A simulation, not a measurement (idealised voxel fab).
This is a process module. Its name is voxel gate over fins.
Square cells of 5 nm make up the cross-section cut, whose width is 290 nm.
Each cross-section below is a grid of square cells, stated as bands in top-down order, with one or more rows of cells making up each band.
It is stipulated that each band's entry specify, in nanometres, the height of the top of the band and then that of its bottom, followed by the materials of the band in left-to-right sequence, each together with its width in nanometres. A single material marked by the word "everywhere" is understood to fill the band from edge to edge; the word "empty" is understood to denote empty space.
Counting heights begins at 0, where everything beneath is, in the wafer as received, one material. The lowest band has no bottom; it goes on downwards, as "0 -> down" shows.
Per-row width for "30 to 40": begins at first number (top row of band), ends at second number (bottom row), increment between rows held constant.
Any step labelled "nothing altered" changed none of the cells in the cross-section.
You'll see "Closed voids list" listing empty spaces that have no way open to the top, as long as they're 8 cells or more; the notation is width x height at distance, where the distance is from the left edge, and all of it is in nm.
What comes after the settings on a step's line is commentary from the simulator itself on that step.
overlay nm: right-of-plan distance of the mask on a masked step; negative values mean left-of-plan.

Set out below are the planned steps of the process
- 1: RECEIVE with material Si
- 2: CONFORMAL_DEP with material SiN, thk nm 5
- 3: PATTERN with tone cover, mask id FINS, material resist, width nm 15, pitch nm 45, thk nm 15, overlay nm 0
- 4: DIRECTIONAL_ETCH with etch materials SiN, depth nm 5
- 5: DIRECTIONAL_ETCH with etch materials Si, depth nm 30
- 6: STRIP with etch materials resist
- 7: OXIDIZE with depth nm 5
- 8: FILL_DEP with material SiO2, thk nm 5
- 9: CMP with height nm 5
- 10: SELECTIVE_ETCH with etch materials SiO2, depth nm 15
- 11: STRIP with etch materials SiN
- 12: CONFORMAL_DEP with material HfO2, thk nm 5
- 13: CONFORMAL_DEP with material TiN, thk nm 5
- 14: FILL_DEP with material W, thk nm 15
- 15: CMP with height nm 20
- 16: CONFORMAL_DEP with material SiCN, thk nm 10

As received (post step 1): cross-section
    0 -> down  Si everywhere
    Closed voids list: none

Final wafer profile in cross-section after the module, from the same start and plan as above, with one mistake made during processing
    35 -> 20  SiCN everywhere
    20 -> 10  W everywhere
    10 -> 5  W: 85 | TiN: 25 | W: 20 | TiN: 25 | W: 20 | TiN: 25 | W: 90
    5 -> 0  W: 85 | TiN: 5 | HfO2: 15 | TiN: 5 | W: 20 | TiN: 5 | HfO2: 15 | TiN: 5 | W: 20 | TiN: 5 | HfO2: 15 | TiN: 5 | W: 90
    0 -> -5  TiN: 90 | HfO2: 5 | Si: 5 | HfO2: 5 | TiN: 30 | HfO2: 5 | Si: 5 | HfO2: 5 | TiN: 30 | HfO2: 5 | Si: 5 | HfO2: 5 | TiN: 95
    -5 -> -10  HfO2: 95 | Si: 5 | HfO2: 40 | Si: 5 | HfO2: 40 | Si: 5 | HfO2: 100
    -10 -> -35  SiO2: 95 | Si: 5 | SiO2: 40 | Si: 5 | SiO2: 40 | Si: 5 | SiO2: 100
    -35 -> down  Si everywhere
    Closed voids list: none
Error vs. plan: step 16 ran differently from the plan; actual operation with settings: CONFORMAL_DEP with material SiCN, thk nm 15
